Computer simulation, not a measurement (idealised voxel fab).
process module | voxel spacer lines
cross-section cut | 230 nm wide | cells 5 nm
A cross-section is a grid of square cells, given in bands from the top down. A band is one or more rows of cells.
Each band's line starts with the height of the band's top and of its bottom, in nm. Then come its materials from left to right, each with its width in nm. One material with "throughout" fills the band from edge to edge. "air" is empty space.
Height 0 is the level under which the wafer as received is all one material. The lowest band goes on downwards, as in "0 down".
A width such as "30 to 40" changes by the same amount from each row of cells to the next, from the band's top row to its bottom row.
"no change" after a step means that no cell of the cross-section changed.
closed voids: empty space of 8 cells or more with no open way to the top, each as width x height at its distance from the left edge, in nm
after a step's settings: what the simulator itself notes on the step
overlay nm, on a step with a mask: how far to the right of its planned place the mask lay; to the left if negative
Each pair below shows a cross-section before one step and the cross-section after it, down to the lowest band that changed. The line under each pair gives the step between them, with its settings. The pairs can come from different runs of this module on the same starting wafer, so a pair continues from the pair above only where its "before" says so.
before
  0 down: Si throughout
  closed voids: none
after
  5 to 0: Al2O3 throughout
  below 0: unchanged
  closed voids: none
the step between: op CONFORMAL_DEP | material Al2O3 | thk nm 5
before: the cross-section after the pair above
after
  20 to 5: SiN throughout
  below 5: unchanged
  closed voids: none
the step between: op DIRECTIONAL_DEP | material SiN | thk nm 15
before: the cross-section after the pair above
after
  45 to 20: aC throughout
  below 20: unchanged
  closed voids: none
the step between: op DIRECTIONAL_DEP | material aC | thk nm 25
before: the cross-section after the pair above
after
  75 to 45: air 60 | resist 25 | air 55 | resist 25 | air 65
  below 45: unchanged
  closed voids: none
the step between: op PATTERN | tone cover | mask id MANDREL | material resist | width nm 25 | pitch nm 80 | thk nm 30 | overlay nm 0
before: the cross-section after the pair above
after
  50 to 45: air 60 | resist 25 | air 55 | resist 25 | air 65
  45 to 20: air 60 | aC 25 | air 55 | aC 25 | air 65
  below 20: unchanged
  closed voids: none
the step between: op DIRECTIONAL_ETCH | etch materials aC | depth nm 25
before: the cross-section after the pair above
after
  45 to 20: air 60 | aC 25 | air 55 | aC 25 | air 65
  below 20: unchanged
  closed voids: none
the step between: op STRIP | etch materials resist
before: the cross-section after the pair above
after
  60 to 45: air 45 | SiO2 55 | air 25 | SiO2 55 | air 50
  45 to 35: air 45 | SiO2 15 | aC 25 | SiO2 15 | air 25 | SiO2 15 | aC 25 | SiO2 15 | air 50
  35 to 20: SiO2 60 | aC 25 | SiO2 55 | aC 25 | SiO2 65
  below 20: unchanged
  closed voids: none
the step between: op CONFORMAL_DEP | material SiO2 | thk nm 15
before: the cross-section after the pair above
after
  45 to 20: air 45 | SiO2 15 | aC 25 | SiO2 15 | air 25 | SiO2 15 | aC 25 | SiO2 15 | air 50
  below 20: unchanged
  closed voids: none
the step between: op DIRECTIONAL_ETCH | etch materials SiO2 | depth nm 15
before: the cross-section after the pair above
after
  45 to 20: air 45 | SiO2 15 | air 25 | SiO2 15 | air 25 | SiO2 15 | air 25 | SiO2 15 | air 50
  below 20: unchanged
  closed voids: none
the step between: op STRIP | etch materials aC
before: the cross-section after the pair above
after
  45 to 20: air 45 | SiO2 15 | air 25 | SiO2 15 | air 25 | SiO2 15 | air 25 | SiO2 15 | air 50
  20 to 5: air 45 | SiN 15 | air 25 | SiN 15 | air 25 | SiN 15 | air 25 | SiN 15 | air 50
  below 5: unchanged
  closed voids: none
the step between: op DIRECTIONAL_ETCH | etch materials SiN | depth nm 15
before: the cross-section after the pair above
after
  20 to 5: air 45 | SiN 15 | air 25 | SiN 15 | air 25 | SiN 15 | air 25 | SiN 15 | air 50
  below 5: unchanged
  closed voids: none
the step between: op STRIP | etch materials SiO2
before
  0 down: Si throughout
  closed voids: none
after
  15 to 0: SiN throughout
  below 0: unchanged
  closed voids: none
the step between: op DIRECTIONAL_DEP | material SiN | thk nm 15
before: the cross-section after the pair above
after
  40 to 15: aC throughout
  below 15: unchanged
  closed voids: none
the step between: op DIRECTIONAL_DEP | material aC | thk nm 25
before: the cross-section after the pair above
after
  70 to 40: air 60 | resist 25 | air 55 | resist 25 | air 65
  below 40: unchanged
  closed voids: none
the step between: op PATTERN | tone cover | mask id MANDREL | material resist | width nm 25 | pitch nm 80 | thk nm 30 | overlay nm 0
before: the cross-section after the pair above
after
  45 to 40: air 60 | resist 25 | air 55 | resist 25 | air 65
  40 to 15: air 60 | aC 25 | air 55 | aC 25 | air 65
  below 15: unchanged
  closed voids: none
the step between: op DIRECTIONAL_ETCH | etch materials aC | depth nm 25
before: the cross-section after the pair above
after
  40 to 15: air 60 | aC 25 | air 55 | aC 25 | air 65
  below 15: unchanged
  closed voids: none
the step between: op STRIP | etch materials resist
before: the cross-section after the pair above
after
  55 to 40: air 45 | SiO2 55 | air 25 | SiO2 55 | air 50
  40 to 30: air 45 | SiO2 15 | aC 25 | SiO2 15 | air 25 | SiO2 15 | aC 25 | SiO2 15 | air 50
  30 to 15: SiO2 60 | aC 25 | SiO2 55 | aC 25 | SiO2 65
  below 15: unchanged
  closed voids: none
the step between: op CONFORMAL_DEP | material SiO2 | thk nm 15
before: the cross-section after the pair above
after
  40 to 15: air 45 | SiO2 15 | aC 25 | SiO2 15 | air 25 | SiO2 15 | aC 25 | SiO2 15 | air 50
  below 15: unchanged
  closed voids: none
the step between: op DIRECTIONAL_ETCH | etch materials SiO2 | depth nm 15
before: the cross-section after the pair above
after
  40 to 15: air 45 | SiO2 15 | air 25 | SiO2 15 | air 25 | SiO2 15 | air 25 | SiO2 15 | air 50
  below 15: unchanged
  closed voids: none
the step between: op STRIP | etch materials aC
before: the cross-section after the pair above
after
  40 to 15: air 45 | SiO2 15 | air 25 | SiO2 15 | air 25 | SiO2 15 | air 25 | SiO2 15 | air 50
  15 to 0: air 45 | SiN 15 | air 25 | SiN 15 | air 25 | SiN 15 | air 25 | SiN 15 | air 50
  below 0: unchanged
  closed voids: none
the step between: op DIRECTIONAL_ETCH | etch materials SiN | depth nm 15
before: the cross-section after the pair above
after
  15 to 0: air 45 | SiN 15 | air 25 | SiN 15 | air 25 | SiN 15 | air 25 | SiN 15 | air 50
  below 0: unchanged
  closed voids: none
the step between: op STRIP | etch materials SiO2
before
  20 to 5: SiN throughout
  5 to 0: Al2O3 throughout
  0 down: Si throughout
  closed voids: none
after
  35 to 5: SiN throughout
  below 5: unchanged
  closed voids: none
the step between: op DIRECTIONAL_DEP | material SiN | thk nm 15
before: the cross-section after the pair above
after
  60 to 35: aC throughout
  below 35: unchanged
  closed voids: none
the step between: op DIRECTIONAL_DEP | material aC | thk nm 25
before: the cross-section after the pair above
after
  90 to 60: air 60 | resist 25 | air 55 | resist 25 | air 65
  below 60: unchanged
  closed voids: none
the step between: op PATTERN | tone cover | mask id MANDREL | material resist | width nm 25 | pitch nm 80 | thk nm 30 | overlay nm 0
before: the cross-section after the pair above
after
  65 to 60: air 60 | resist 25 | air 55 | resist 25 | air 65
  60 to 35: air 60 | aC 25 | air 55 | aC 25 | air 65
  below 35: unchanged
  closed voids: none
the step between: op DIRECTIONAL_ETCH | etch materials aC | depth nm 25
before: the cross-section after the pair above
after
  60 to 35: air 60 | aC 25 | air 55 | aC 25 | air 65
  below 35: unchanged
  closed voids: none
the step between: op STRIP | etch materials resist
before: the cross-section after the pair above
after
  75 to 60: air 45 | SiO2 55 | air 25 | SiO2 55 | air 50
  60 to 50: air 45 | SiO2 15 | aC 25 | SiO2 15 | air 25 | SiO2 15 | aC 25 | SiO2 15 | air 50
  50 to 35: SiO2 60 | aC 25 | SiO2 55 | aC 25 | SiO2 65
  below 35: unchanged
  closed voids: none
the step between: op CONFORMAL_DEP | material SiO2 | thk nm 15
before: the cross-section after the pair above
after
  60 to 35: air 45 | SiO2 15 | aC 25 | SiO2 15 | air 25 | SiO2 15 | aC 25 | SiO2 15 | air 50
  below 35: unchanged
  closed voids: none
the step between: op DIRECTIONAL_ETCH | etch materials SiO2 | depth nm 15
before: the cross-section after the pair above
after
  60 to 35: air 45 | SiO2 15 | air 25 | SiO2 15 | air 25 | SiO2 15 | air 25 | SiO2 15 | air 50
  below 35: unchanged
  closed voids: none
the step between: op STRIP | etch materials aC
before: the cross-section after the pair above
after
  60 to 35: air 45 | SiO2 15 | air 25 | SiO2 15 | air 25 | SiO2 15 | air 25 | SiO2 15 | air 50
  35 to 20: air 45 | SiN 15 | air 25 | SiN 15 | air 25 | SiN 15 | air 25 | SiN 15 | air 50
  below 20: unchanged
  closed voids: none
the step between: op DIRECTIONAL_ETCH | etch materials SiN | depth nm 15
before: the cross-section after the pair above
after
  35 to 20: air 45 | SiN 15 | air 25 | SiN 15 | air 25 | SiN 15 | air 25 | SiN 15 | air 50
  below 20: unchanged
  closed voids: none
the step between: op STRIP | etch materials SiO2
before
  15 to 0: SiN throughout
  0 down: Si throughout
  closed voids: none
after
  20 to 15: Al2O3 throughout
  below 15: unchanged
  closed voids: none
the step between: op CONFORMAL_DEP | material Al2O3 | thk nm 5
before: the cross-section after the pair above
after
  45 to 20: aC throughout
  below 20: unchanged
  closed voids: none
the step between: op DIRECTIONAL_DEP | material aC | thk nm 25
before: the cross-section after the pair above
after
  75 to 45: air 60 | resist 25 | air 55 | resist 25 | air 65
  below 45: unchanged
  closed voids: none
the step between: op PATTERN | tone cover | mask id MANDREL | material resist | width nm 25 | pitch nm 80 | thk nm 30 | overlay nm 0
before: the cross-section after the pair above
after
  50 to 45: air 60 | resist 25 | air 55 | resist 25 | air 65
  45 to 20: air 60 | aC 25 | air 55 | aC 25 | air 65
  below 20: unchanged
  closed voids: none
the step between: op DIRECTIONAL_ETCH | etch materials aC | depth nm 25
before: the cross-section after the pair above
after
  45 to 20: air 60 | aC 25 | air 55 | aC 25 | air 65
  below 20: unchanged
  closed voids: none
the step between: op STRIP | etch materials resist
before: the cross-section after the pair above
after
  60 to 45: air 45 | SiO2 55 | air 25 | SiO2 55 | air 50
  45 to 35: air 45 | SiO2 15 | aC 25 | SiO2 15 | air 25 | SiO2 15 | aC 25 | SiO2 15 | air 50
  35 to 20: SiO2 60 | aC 25 | SiO2 55 | aC 25 | SiO2 65
  below 20: unchanged
  closed voids: none
the step between: op CONFORMAL_DEP | material SiO2 | thk nm 15
before: the cross-section after the pair above
after
  45 to 20: air 45 | SiO2 15 | aC 25 | SiO2 15 | air 25 | SiO2 15 | aC 25 | SiO2 15 | air 50
  below 20: unchanged
  closed voids: none
the step between: op DIRECTIONAL_ETCH | etch materials SiO2 | depth nm 15
before: the cross-section after the pair above
after
  45 to 20: air 45 | SiO2 15 | air 25 | SiO2 15 | air 25 | SiO2 15 | air 25 | SiO2 15 | air 50
  below 20: unchanged
  closed voids: none
the step between: op STRIP | etch materials aC
before: the cross-section after the pair above
after
  20 to 15: Al2O3 throughout
  below 15: unchanged
  closed voids: none
the step between: op STRIP | etch materials SiO2
before
  5 to 0: Al2O3 throughout
  0 down: Si throughout
  closed voids: none
after
  25 to 5: SiN throughout
  below 5: unchanged
  closed voids: none
the step between: op DIRECTIONAL_DEP | material SiN | thk nm 20
before: the cross-section after the pair above
after
  50 to 25: aC throughout
  below 25: unchanged
  closed voids: none
the step between: op DIRECTIONAL_DEP | material aC | thk nm 25
before: the cross-section after the pair above
after
  80 to 50: air 60 | resist 25 | air 55 | resist 25 | air 65
  below 50: unchanged
  closed voids: none
the step between: op PATTERN | tone cover | mask id MANDREL | material resist | width nm 25 | pitch nm 80 | thk nm 30 | overlay nm 0
before: the cross-section after the pair above
after
  55 to 50: air 60 | resist 25 | air 55 | resist 25 | air 65
  50 to 25: air 60 | aC 25 | air 55 | aC 25 | air 65
  below 25: unchanged
  closed voids: none
the step between: op DIRECTIONAL_ETCH | etch materials aC | depth nm 25
before: the cross-section after the pair above
after
  50 to 25: air 60 | aC 25 | air 55 | aC 25 | air 65
  below 25: unchanged
  closed voids: none
the step between: op STRIP | etch materials resist
before: the cross-section after the pair above
after
  65 to 50: air 45 | SiO2 55 | air 25 | SiO2 55 | air 50
  50 to 40: air 45 | SiO2 15 | aC 25 | SiO2 15 | air 25 | SiO2 15 | aC 25 | SiO2 15 | air 50
  40 to 25: SiO2 60 | aC 25 | SiO2 55 | aC 25 | SiO2 65
  below 25: unchanged
  closed voids: none
the step between: op CONFORMAL_DEP | material SiO2 | thk nm 15
before: the cross-section after the pair above
after
  50 to 25: air 45 | SiO2 15 | aC 25 | SiO2 15 | air 25 | SiO2 15 | aC 25 | SiO2 15 | air 50
  below 25: unchanged
  closed voids: none
the step between: op DIRECTIONAL_ETCH | etch materials SiO2 | depth nm 15
before: the cross-section after the pair above
after
  50 to 25: air 45 | SiO2 15 | air 25 | SiO2 15 | air 25 | SiO2 15 | air 25 | SiO2 15 | air 50
  below 25: unchanged
  closed voids: none
the step between: op STRIP | etch materials aC
before: the cross-section after the pair above
after
  50 to 25: air 45 | SiO2 15 | air 25 | SiO2 15 | air 25 | SiO2 15 | air 25 | SiO2 15 | air 50
  25 to 10: air 45 | SiN 15 | air 25 | SiN 15 | air 25 | SiN 15 | air 25 | SiN 15 | air 50
  below 10: unchanged
  closed voids: none
the step between: op DIRECTIONAL_ETCH | etch materials SiN | depth nm 15
before: the cross-section after the pair above
after
  25 to 10: air 45 | SiN 15 | air 25 | SiN 15 | air 25 | SiN 15 | air 25 | SiN 15 | air 50
  below 10: unchanged
  closed voids: none
the step between: op STRIP | etch materials SiO2
before
  45 to 20: aC throughout
  20 to 5: SiN throughout
  5 to 0: Al2O3 throughout
  0 down: Si throughout
  closed voids: none
after
  75 to 45: air 60 | resist 30 | air 50 | resist 30 | air 60
  below 45: unchanged
  closed voids: none
the step between: op PATTERN | tone cover | mask id MANDREL | material resist | width nm 30 | pitch nm 80 | thk nm 30 | overlay nm 0
before: the cross-section after the pair above
after
  50 to 45: air 60 | resist 30 | air 50 | resist 30 | air 60
  45 to 20: air 60 | aC 30 | air 50 | aC 30 | air 60
  below 20: unchanged
  closed voids: none
the step between: op DIRECTIONAL_ETCH | etch materials aC | depth nm 25
before: the cross-section after the pair above
after
  45 to 20: air 60 | aC 30 | air 50 | aC 30 | air 60
  below 20: unchanged
  closed voids: none
the step between: op STRIP | etch materials resist
before: the cross-section after the pair above
after
  60 to 45: air 45 | SiO2 60 | air 20 | SiO2 60 | air 45
  45 to 35: air 45 | SiO2 15 | aC 30 | SiO2 15 | air 20 | SiO2 15 | aC 30 | SiO2 15 | air 45
  35 to 20: SiO2 60 | aC 30 | SiO2 50 | aC 30 | SiO2 60
  below 20: unchanged
  closed voids: none
the step between: op CONFORMAL_DEP | material SiO2 | thk nm 15
before: the cross-section after the pair above
after
  45 to 20: air 45 | SiO2 15 | aC 30 | SiO2 15 | air 20 | SiO2 15 | aC 30 | SiO2 15 | air 45
  below 20: unchanged
  closed voids: none
the step between: op DIRECTIONAL_ETCH | etch materials SiO2 | depth nm 15
before: the cross-section after the pair above
after
  45 to 20: air 45 | SiO2 15 | air 30 | SiO2 15 | air 20 | SiO2 15 | air 30 | SiO2 15 | air 45
  below 20: unchanged
  closed voids: none
the step between: op STRIP | etch materials aC
before: the cross-section after the pair above
after
  45 to 20: air 45 | SiO2 15 | air 30 | SiO2 15 | air 20 | SiO2 15 | air 30 | SiO2 15 | air 45
  20 to 5: air 45 | SiN 15 | air 30 | SiN 15 | air 20 | SiN 15 | air 30 | SiN 15 | air 45
  below 5: unchanged
  closed voids: none
the step between: op DIRECTIONAL_ETCH | etch materials SiN | depth nm 15
before: the cross-section after the pair above
after
  20 to 5: air 45 | SiN 15 | air 30 | SiN 15 | air 20 | SiN 15 | air 30 | SiN 15 | air 45
  below 5: unchanged
  closed voids: none
the step between: op STRIP | etch materials SiO2
before
  45 to 20: aC throughout
  20 to 5: SiN throughout
  5 to 0: Al2O3 throughout
  0 down: Si throughout
  closed voids: none
after
  75 to 45: air 65 | resist 25 | air 55 | resist 25 | air 60
  below 45: unchanged
  closed voids: none
the step between: op PATTERN | tone cover | mask id MANDREL | material resist | width nm 25 | pitch nm 80 | thk nm 30 | overlay nm 5
before: the cross-section after the pair above
after
  50 to 45: air 65 | resist 25 | air 55 | resist 25 | air 60
  45 to 20: air 65 | aC 25 | air 55 | aC 25 | air 60
  below 20: unchanged
  closed voids: none
the step between: op DIRECTIONAL_ETCH | etch materials aC | depth nm 25
before: the cross-section after the pair above
after
  45 to 20: air 65 | aC 25 | air 55 | aC 25 | air 60
  below 20: unchanged
  closed voids: none
the step between: op STRIP | etch materials resist
before: the cross-section after the pair above
after
  60 to 45: air 50 | SiO2 55 | air 25 | SiO2 55 | air 45
  45 to 35: air 50 | SiO2 15 | aC 25 | SiO2 15 | air 25 | SiO2 15 | aC 25 | SiO2 15 | air 45
  35 to 20: SiO2 65 | aC 25 | SiO2 55 | aC 25 | SiO2 60
  below 20: unchanged
  closed voids: none
the step between: op CONFORMAL_DEP | material SiO2 | thk nm 15
before: the cross-section after the pair above
after
  45 to 20: air 50 | SiO2 15 | aC 25 | SiO2 15 | air 25 | SiO2 15 | aC 25 | SiO2 15 | air 45
  below 20: unchanged
  closed voids: none
the step between: op DIRECTIONAL_ETCH | etch materials SiO2 | depth nm 15
before: the cross-section after the pair above
after
  45 to 20: air 50 | SiO2 15 | air 25 | SiO2 15 | air 25 | SiO2 15 | air 25 | SiO2 15 | air 45
  below 20: unchanged
  closed voids: none
the step between: op STRIP | etch materials aC
before: the cross-section after the pair above
after
  45 to 20: air 50 | SiO2 15 | air 25 | SiO2 15 | air 25 | SiO2 15 | air 25 | SiO2 15 | air 45
  20 to 5: air 50 | SiN 15 | air 25 | SiN 15 | air 25 | SiN 15 | air 25 | SiN 15 | air 45
  below 5: unchanged
  closed voids: none
the step between: op DIRECTIONAL_ETCH | etch materials SiN | depth nm 15
before: the cross-section after the pair above
after
  20 to 5: air 50 | SiN 15 | air 25 | SiN 15 | air 25 | SiN 15 | air 25 | SiN 15 | air 45
  below 5: unchanged
  closed voids: none
the step between: op STRIP | etch materials SiO2
before
  45 to 20: air 60 | aC 25 | air 55 | aC 25 | air 65
  20 to 5: SiN throughout
  5 to 0: Al2O3 throughout
  0 down: Si throughout
  closed voids: none
after
  60 to 45: air 45 | SiN 55 | air 25 | SiN 55 | air 50
  45 to 35: air 45 | SiN 15 | aC 25 | SiN 15 | air 25 | SiN 15 | aC 25 | SiN 15 | air 50
  35 to 20: SiN 60 | aC 25 | SiN 55 | aC 25 | SiN 65
  below 20: unchanged
  closed voids: none
the step between: op CONFORMAL_DEP | material SiN | thk nm 15
before: the cross-section after the pair above
after
  45 to 20: air 45 | SiN 15 | aC 25 | SiN 15 | air 25 | SiN 15 | aC 25 | SiN 15 | air 50
  below 20: unchanged
  closed voids: none
the step between: op DIRECTIONAL_ETCH | etch materials SiN | depth nm 15
before
  45 to 20: aC throughout
  20 to 5: SiN throughout
  5 to 0: Al2O3 throughout
  0 down: Si throughout
  closed voids: none
after
  75 to 45: resist 60 | air 25 | resist 55 | air 25 | resist 65
  below 45: unchanged
  closed voids: none
the step between: op PATTERN | tone open | mask id MANDREL | material resist | width nm 25 | pitch nm 80 | thk nm 30 | overlay nm 0
before: the cross-section after the pair above
after
  50 to 45: resist 60 | air 25 | resist 55 | air 25 | resist 65
  45 to 20: aC 60 | air 25 | aC 55 | air 25 | aC 65
  below 20: unchanged
  closed voids: none
the step between: op DIRECTIONAL_ETCH | etch materials aC | depth nm 25
before: the cross-section after the pair above
after
  45 to 20: aC 60 | air 25 | aC 55 | air 25 | aC 65
  below 20: unchanged
  closed voids: none
the step between: op STRIP | etch materials resist
before: the cross-section after the pair above
after
  60 to 45: SiO2 throughout
  45 to 20: aC 60 | SiO2 25 | aC 55 | SiO2 25 | aC 65
  below 20: unchanged
  closed voids: none
the step between: op CONFORMAL_DEP | material SiO2 | thk nm 15
before: the cross-section after the pair above
after
  45 to 20: aC 60 | SiO2 25 | aC 55 | SiO2 25 | aC 65
  below 20: unchanged
  closed voids: none
the step between: op DIRECTIONAL_ETCH | etch materials SiO2 | depth nm 15
before: the cross-section after the pair above
after
  45 to 20: air 60 | SiO2 25 | air 55 | SiO2 25 | air 65
  below 20: unchanged
  closed voids: none
the step between: op STRIP | etch materials aC
before: the cross-section after the pair above
after
  45 to 20: air 60 | SiO2 25 | air 55 | SiO2 25 | air 65
  20 to 5: air 60 | SiN 25 | air 55 | SiN 25 | air 65
  below 5: unchanged
  closed voids: none
the step between: op DIRECTIONAL_ETCH | etch materials SiN | depth nm 15
before: the cross-section after the pair above
after
  20 to 5: air 60 | SiN 25 | air 55 | SiN 25 | air 65
  below 5: unchanged
  closed voids: none
the step between: op STRIP | etch materials SiO2
